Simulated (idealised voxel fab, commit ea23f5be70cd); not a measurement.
process module | voxel air gaps
cross-section cut | 150 nm wide | cells 5 nm
A cross-section is a grid of square cells, given in bands from the top down. A band is one or more rows of cells.
Each band's line starts with the height of the band's top and of its bottom, in nm. Then come its materials from left to right, each with its width in nm. One material with "throughout" fills the band from edge to edge. "air" is empty space.
Height 0 is the level under which the wafer as received is all one material. The lowest band goes on downwards, as in "0 down".
A width such as "30 to 40" changes by the same amount from each row of cells to the next, from the band's top row to its bottom row.
"no change" after a step means that no cell of the cross-section changed.
closed voids: empty space of 8 cells or more with no open way to the top, each as width x height at its distance from the left edge, in nm
after a step's settings: what the simulator itself notes on the step
overlay nm, on a step with a mask: how far to the right of its planned place the mask lay; to the left if negative
plan
1 op RECEIVE | material Si
2 op CONFORMAL_DEP | material SiO2 | thk nm 10
3 op CONFORMAL_DEP | material SiN | thk nm 5
4 op DIRECTIONAL_DEP | material SiO2 | thk nm 30
5 op MASKED_ETCH | tone open | mask id LINES | width nm 15 | pitch nm 45 | etch materials SiO2 | depth nm 30 | overlay nm 0
6 op CONFORMAL_DEP | material TiN | thk nm 5
7 op FILL_DEP | material Ru | thk nm 10
8 op CMP | height nm 45
9 op EPI | material Ru | thk nm 10
10 op SELECTIVE_ETCH | etch materials SiO2 | depth nm 40
11 op CONFORMAL_DEP | material SiN | thk nm 5
as received, after step 1
  0 down: Si throughout
  closed voids: none
first wafer at the end, as planned
  60 to 55: air 5 | SiN 135 | air 10
  55 to 45: air 5 | SiN 5 | Ru 35 | SiN 10 | Ru 35 | SiN 10 | Ru 35 | SiN 5 | air 10
  45 to 40: air 5 | SiN 15 | TiN 5 | Ru 5 | TiN 5 | SiN 30 | TiN 5 | Ru 5 | TiN 5 | SiN 30 | TiN 5 | Ru 5 | TiN 5 | SiN 15 | air 10
  40 to 20: air 15 | SiN 5 | TiN 5 | Ru 5 | TiN 5 | SiN 5 | air 20 | SiN 5 | TiN 5 | Ru 5 | TiN 5 | SiN 5 | air 20 | SiN 5 | TiN 5 | Ru 5 | TiN 5 | SiN 5 | air 20
  20 to 15: SiN 20 | TiN 15 | SiN 30 | TiN 15 | SiN 30 | TiN 15 | SiN 25
  15 to 10: SiN throughout
  10 to 0: SiO2 throughout
  0 down: Si throughout
  closed voids: 20 x 20 at 40; 20 x 20 at 85
second wafer at the end: like start, like plan, one mistake
  70 to 65: SiN throughout
  65 to 45: Ru 145 | SiN 5
  45 to 40: SiO2 20 | TiN 5 | Ru 5 | TiN 5 | SiO2 30 | TiN 5 | Ru 5 | TiN 5 | SiO2 30 | TiN 5 | Ru 5 | TiN 5 | SiN 25
  40 to 20: SiO2 20 | TiN 5 | Ru 5 | TiN 5 | SiO2 30 | TiN 5 | Ru 5 | TiN 5 | SiO2 30 | TiN 5 | Ru 5 | TiN 5 | SiN 5 | air 20
  20 to 15: SiO2 20 | TiN 15 | SiO2 30 | TiN 15 | SiO2 30 | TiN 15 | SiN 25
  15 to 10: SiN throughout
  10 to 0: SiO2 throughout
  0 down: Si throughout
  closed voids: 20 x 20 at 130
what went wrong: step 9 was run twice
at the end the second wafer has, in cells: 74 more of Ru | 54 fewer of SiN | 96 more of SiO2
closed voids at the end (first wafer, second wafer): 2, 1
